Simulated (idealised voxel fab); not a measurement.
process module | voxel self aligned vias
cross-section cut | 295 nm wide | cells 5 nm
A cross-section is a grid of square cells, given in bands from the top down. A band is one or more rows of cells.
Each band's line starts with the height of the band's top and of its bottom, in nm. Then come its materials from left to right, each with its width in nm. One material with "throughout" fills the band from edge to edge. "air" is empty space.
Height 0 is the level under which the wafer as received is all one material. The lowest band goes on downwards, as in "0 down".
A width such as "30 to 40" changes by the same amount from each row of cells to the next, from the band's top row to its bottom row.
"no change" after a step means that no cell of the cross-section changed.
closed voids: empty space of 8 cells or more with no open way to the top, each as width x height at its distance from the left edge, in nm
after a step's settings: what the simulator itself notes on the step
overlay nm, on a step with a mask: how far to the right of its planned place the mask lay; to the left if negative
plan
1 op RECEIVE | material Si
2 op CONFORMAL_DEP | material SiO2 | thk nm 15
3 op CONFORMAL_DEP | material SiCN | thk nm 5
4 op DIRECTIONAL_DEP | material lowk | thk nm 20
5 op PATTERN | tone open | mask id LINES | material resist | width nm 30 | pitch nm 55 | thk nm 15 | overlay nm 0
6 op DIRECTIONAL_ETCH | etch materials lowk | depth nm 20
7 op STRIP | etch materials resist
8 op CONFORMAL_DEP | material TiN | thk nm 5
9 op FILL_DEP | material W | thk nm 10
10 op CMP | height nm 40
11 op SELECTIVE_ETCH | etch materials W Ru TiN | depth nm 5
12 op FILL_DEP | material SiN | thk nm 5
13 op CMP | height nm 40
14 op DIRECTIONAL_DEP | material lowk | thk nm 15
15 op MASKED_ETCH | tone open | mask id VIAS | width nm 40 | pitch nm 110 | etch materials lowk | depth nm 15 | overlay nm 0
16 op MASKED_ETCH | tone open | mask id VIAS | width nm 40 | pitch nm 110 | etch materials SiN | depth nm 5 | overlay nm 0
17 op CONFORMAL_DEP | material TiN | thk nm 5
18 op FILL_DEP | material W | thk nm 5
19 op CMP | height nm 55
20 op CONFORMAL_DEP | material SiCN | thk nm 5
first wafer, as planned
as received, after step 1
  0 down: Si throughout
  closed voids: none
after step 2
  15 to 0: SiO2 throughout
  below 0: unchanged
after step 3
  20 to 15: SiCN throughout
  below 15: unchanged
after step 4
  40 to 20: lowk throughout
  below 20: unchanged
after step 5
  55 to 40: resist 75 | air 30 | resist 25 | air 30 | resist 25 | air 30 | resist 80
  below 40: unchanged
after step 6
  55 to 40: resist 75 | air 30 | resist 25 | air 30 | resist 25 | air 30 | resist 80
  40 to 20: lowk 75 | air 30 | lowk 25 | air 30 | lowk 25 | air 30 | lowk 80
  below 20: unchanged
after step 7
  40 to 20: lowk 75 | air 30 | lowk 25 | air 30 | lowk 25 | air 30 | lowk 80
  below 20: unchanged
after step 8
  45 to 40: TiN 80 | air 20 | TiN 35 | air 20 | TiN 35 | air 20 | TiN 85
  40 to 25: lowk 75 | TiN 5 | air 20 | TiN 5 | lowk 25 | TiN 5 | air 20 | TiN 5 | lowk 25 | TiN 5 | air 20 | TiN 5 | lowk 80
  25 to 20: lowk 75 | TiN 30 | lowk 25 | TiN 30 | lowk 25 | TiN 30 | lowk 80
  below 20: unchanged
after step 9
  55 to 45: W throughout
  45 to 40: TiN 80 | W 20 | TiN 35 | W 20 | TiN 35 | W 20 | TiN 85
  40 to 25: lowk 75 | TiN 5 | W 20 | TiN 5 | lowk 25 | TiN 5 | W 20 | TiN 5 | lowk 25 | TiN 5 | W 20 | TiN 5 | lowk 80
  below 25: unchanged
after step 10
  40 to 25: lowk 75 | TiN 5 | W 20 | TiN 5 | lowk 25 | TiN 5 | W 20 | TiN 5 | lowk 25 | TiN 5 | W 20 | TiN 5 | lowk 80
  below 25: unchanged
after step 11
  40 to 35: lowk 75 | air 30 | lowk 25 | air 30 | lowk 25 | air 30 | lowk 80
  below 35: unchanged
after step 12
  45 to 40: SiN throughout
  40 to 35: lowk 75 | SiN 30 | lowk 25 | SiN 30 | lowk 25 | SiN 30 | lowk 80
  below 35: unchanged
after step 13
  40 to 35: lowk 75 | SiN 30 | lowk 25 | SiN 30 | lowk 25 | SiN 30 | lowk 80
  below 35: unchanged
after step 14
  55 to 40: lowk throughout
  below 40: unchanged
after step 15
  55 to 40: lowk 70 | air 40 | lowk 70 | air 40 | lowk 75
  below 40: unchanged
after step 16
  55 to 40: lowk 70 | air 40 | lowk 70 | air 40 | lowk 75
  40 to 35: lowk 75 | air 30 | lowk 25 | SiN 30 | lowk 25 | air 30 | lowk 80
  below 35: unchanged
after step 17
  60 to 55: TiN 75 | air 30 | TiN 80 | air 30 | TiN 80
  55 to 45: lowk 70 | TiN 5 | air 30 | TiN 5 | lowk 70 | TiN 5 | air 30 | TiN 5 | lowk 75
  45 to 40: lowk 70 | TiN 10 | air 20 | TiN 10 | lowk 70 | TiN 10 | air 20 | TiN 10 | lowk 75
  40 to 35: lowk 75 | TiN 30 | lowk 25 | SiN 30 | lowk 25 | TiN 30 | lowk 80
  below 35: unchanged
after step 18
  65 to 60: W throughout
  60 to 55: TiN 75 | W 30 | TiN 80 | W 30 | TiN 80
  55 to 45: lowk 70 | TiN 5 | W 30 | TiN 5 | lowk 70 | TiN 5 | W 30 | TiN 5 | lowk 75
  45 to 40: lowk 70 | TiN 10 | W 20 | TiN 10 | lowk 70 | TiN 10 | W 20 | TiN 10 | lowk 75
  below 40: unchanged
after step 19
  55 to 45: lowk 70 | TiN 5 | W 30 | TiN 5 | lowk 70 | TiN 5 | W 30 | TiN 5 | lowk 75
  below 45: unchanged
after step 20
  60 to 55: SiCN throughout
  below 55: unchanged
second wafer: like start, like plan, one mistake. Through step 18 it matches the first wafer
when step 19 should have ended
  60 to 55: TiN 75 | W 30 | TiN 80 | W 30 | TiN 80
  below 55: unchanged
when step 20 should have ended
  65 to 60: SiCN throughout
  below 60: unchanged
what went wrong: step 19 ran as: op CMP | height nm 60
at the end the second wafer has, in cells: 47 more of TiN | 12 more of W
